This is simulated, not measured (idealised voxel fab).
Process module, titled voxel trench capacitor
Cross-section cut: width 245 nm, square cells of 5 nm.
Heads up, the way a cross-section reads in here is a grid of square cells, handed over as bands from the top down, with every band being one or more rows of cells. Band entry format. Leading values: height of top, height of bottom, nm. Remainder: materials in left-to-right order, each with its width in nm. Special words: "throughout" on a single material, which then fills the band edge to edge; "empty", empty space. Where do heights start? At 0: under that level the wafer as delivered is made of one material only. And the lowest band has no floor; it just carries on downward, as in "0 and below". A width given as "30..40" starts at the first number in the band's top row and ends at the second number in its bottom row, shifting by an equal amount at every step from row to row. Step note "changes: none" = no cross-section cell changed. The entry "Enclosed internal voids" lists the empty spaces that cover at least 8 cells and have no open path to the top. Each is written as width x height at distance, where the distance is measured from the left edge and all three values are in nm. On each step's line, the part that comes after the settings is the simulator's own comment on the step. Among the settings permitted on a step's line is "overlay nm"; applied to a step with a mask, it specifies the extent to which the mask lay to the right of its planned position, whereas a negative figure signifies a position to the left.
[Process steps foreseen in the plan]
1 op RECEIVE | material Si
2 op CONFORMAL_DEP | material SiN | thk nm 5
3 op DIRECTIONAL_DEP | material aC | thk nm 15
4 op PATTERN | tone open | mask id TRENCH | material resist | width nm 25 | pitch nm 50 | thk nm 30 | overlay nm 0
5 op DIRECTIONAL_ETCH | etch materials aC | depth nm 15
6 op STRIP | etch materials resist
7 op DIRECTIONAL_ETCH | etch materials SiN | depth nm 5
8 op DIRECTIONAL_ETCH | etch materials Si | depth nm 25
9 op STRIP | etch materials aC
10 op CONFORMAL_DEP | material HfO2 | thk nm 5
11 op CONFORMAL_DEP | material TiN | thk nm 5
12 op FILL_DEP | material W | thk nm 5
13 op CMP | height nm 5
[So, the first of our two wafers, run just as we planned it]
[Incoming wafer, cross-sectional view, post step 1]
- 0 and below | Si throughout
- Enclosed internal voids: none
[The wafer, seen in cross-section, after step 2]
- 5 down to 0 | SiN throughout
- below 0: unchanged
[The wafer, seen in cross-section, after step 3]
- 20 down to 5 | aC throughout
- below 5: unchanged
[The wafer, seen in cross-section, after step 4]
- 50 down to 20 | resist 60 nm / empty 25 nm / resist 25 nm / empty 25 nm / resist 25 nm / empty 25 nm / resist 60 nm
- below 20: unchanged
[The wafer, seen in cross-section, after step 5]
- 35 down to 20 | resist 60 nm / empty 25 nm / resist 25 nm / empty 25 nm / resist 25 nm / empty 25 nm / resist 60 nm
- 20 down to 5 | aC 60 nm / empty 25 nm / aC 25 nm / empty 25 nm / aC 25 nm / empty 25 nm / aC 60 nm
- below 5: unchanged
[The wafer, seen in cross-section, after step 6]
- 20 down to 5 | aC 60 nm / empty 25 nm / aC 25 nm / empty 25 nm / aC 25 nm / empty 25 nm / aC 60 nm
- below 5: unchanged
[The wafer, seen in cross-section, after step 7]
- 20 down to 5 | aC 60 nm / empty 25 nm / aC 25 nm / empty 25 nm / aC 25 nm / empty 25 nm / aC 60 nm
- 5 down to 0 | SiN 60 nm / empty 25 nm / SiN 25 nm / empty 25 nm / SiN 25 nm / empty 25 nm / SiN 60 nm
- below 0: unchanged
[The wafer, seen in cross-section, after step 8]
- 20 down to 5 | aC 60 nm / empty 25 nm / aC 25 nm / empty 25 nm / aC 25 nm / empty 25 nm / aC 60 nm
- 5 down to 0 | SiN 60 nm / empty 25 nm / SiN 25 nm / empty 25 nm / SiN 25 nm / empty 25 nm / SiN 60 nm
- 0 down to -25 | Si 60 nm / empty 25 nm / Si 25 nm / empty 25 nm / Si 25 nm / empty 25 nm / Si 60 nm
- below -25: unchanged
[The wafer, seen in cross-section, after step 9]
- 5 down to 0 | SiN 60 nm / empty 25 nm / SiN 25 nm / empty 25 nm / SiN 25 nm / empty 25 nm / SiN 60 nm
- below 0: unchanged
[The wafer, seen in cross-section, after step 10]
- 10 down to 5 | HfO2 65 nm / empty 15 nm / HfO2 35 nm / empty 15 nm / HfO2 35 nm / empty 15 nm / HfO2 65 nm
- 5 down to 0 | SiN 60 nm / HfO2 5 nm / empty 15 nm / HfO2 5 nm / SiN 25 nm / HfO2 5 nm / empty 15 nm / HfO2 5 nm / SiN 25 nm / HfO2 5 nm / empty 15 nm / HfO2 5 nm / SiN 60 nm
- 0 down to -20 | Si 60 nm / HfO2 5 nm / empty 15 nm / HfO2 5 nm / Si 25 nm / HfO2 5 nm / empty 15 nm / HfO2 5 nm / Si 25 nm / HfO2 5 nm / empty 15 nm / HfO2 5 nm / Si 60 nm
- -20 down to -25 | Si 60 nm / HfO2 25 nm / Si 25 nm / HfO2 25 nm / Si 25 nm / HfO2 25 nm / Si 60 nm
- below -25: unchanged
[The wafer, seen in cross-section, after step 11]
- 15 down to 10 | TiN 70 nm / empty 5 nm / TiN 45 nm / empty 5 nm / TiN 45 nm / empty 5 nm / TiN 70 nm
- 10 down to 5 | HfO2 65 nm / TiN 5 nm / empty 5 nm / TiN 5 nm / HfO2 35 nm / TiN 5 nm / empty 5 nm / TiN 5 nm / HfO2 35 nm / TiN 5 nm / empty 5 nm / TiN 5 nm / HfO2 65 nm
- 5 down to 0 | SiN 60 nm / HfO2 5 nm / TiN 5 nm / empty 5 nm / TiN 5 nm / HfO2 5 nm / SiN 25 nm / HfO2 5 nm / TiN 5 nm / empty 5 nm / TiN 5 nm / HfO2 5 nm / SiN 25 nm / HfO2 5 nm / TiN 5 nm / empty 5 nm / TiN 5 nm / HfO2 5 nm / SiN 60 nm
- 0 down to -15 | Si 60 nm / HfO2 5 nm / TiN 5 nm / empty 5 nm / TiN 5 nm / HfO2 5 nm / Si 25 nm / HfO2 5 nm / TiN 5 nm / empty 5 nm / TiN 5 nm / HfO2 5 nm / Si 25 nm / HfO2 5 nm / TiN 5 nm / empty 5 nm / TiN 5 nm / HfO2 5 nm / Si 60 nm
- -15 down to -20 | Si 60 nm / HfO2 5 nm / TiN 15 nm / HfO2 5 nm / Si 25 nm / HfO2 5 nm / TiN 15 nm / HfO2 5 nm / Si 25 nm / HfO2 5 nm / TiN 15 nm / HfO2 5 nm / Si 60 nm
- below -20: unchanged
[The wafer, seen in cross-section, after step 12]
- 20 down to 15 | W throughout
- 15 down to 10 | TiN 70 nm / W 5 nm / TiN 45 nm / W 5 nm / TiN 45 nm / W 5 nm / TiN 70 nm
- 10 down to 5 | HfO2 65 nm / TiN 5 nm / W 5 nm / TiN 5 nm / HfO2 35 nm / TiN 5 nm / W 5 nm / TiN 5 nm / HfO2 35 nm / TiN 5 nm / W 5 nm / TiN 5 nm / HfO2 65 nm
- 5 down to 0 | SiN 60 nm / HfO2 5 nm / TiN 5 nm / W 5 nm / TiN 5 nm / HfO2 5 nm / SiN 25 nm / HfO2 5 nm / TiN 5 nm / W 5 nm / TiN 5 nm / HfO2 5 nm / SiN 25 nm / HfO2 5 nm / TiN 5 nm / W 5 nm / TiN 5 nm / HfO2 5 nm / SiN 60 nm
- 0 down to -15 | Si 60 nm / HfO2 5 nm / TiN 5 nm / W 5 nm / TiN 5 nm / HfO2 5 nm / Si 25 nm / HfO2 5 nm / TiN 5 nm / W 5 nm / TiN 5 nm / HfO2 5 nm / Si 25 nm / HfO2 5 nm / TiN 5 nm / W 5 nm / TiN 5 nm / HfO2 5 nm / Si 60 nm
- below -15: unchanged
[The wafer, seen in cross-section, after step 13]
- 5 down to 0 | SiN 60 nm / HfO2 5 nm / TiN 5 nm / W 5 nm / TiN 5 nm / HfO2 5 nm / SiN 25 nm / HfO2 5 nm / TiN 5 nm / W 5 nm / TiN 5 nm / HfO2 5 nm / SiN 25 nm / HfO2 5 nm / TiN 5 nm / W 5 nm / TiN 5 nm / HfO2 5 nm / SiN 60 nm
- below 0: unchanged
[Wafer two. Same start, same plan, one slip in execution. Same as wafer one through step 12, inclusive]
The second wafer cut through, at the time step 13 was supposed to be finished: changes: none
What was the processing mistake? step 13 of the plan was bypassed and not carried out
Per the end-of-run cell counts, the second wafer holds more or fewer of some materials than the first: HfO2 +40 | TiN +52 | W +55
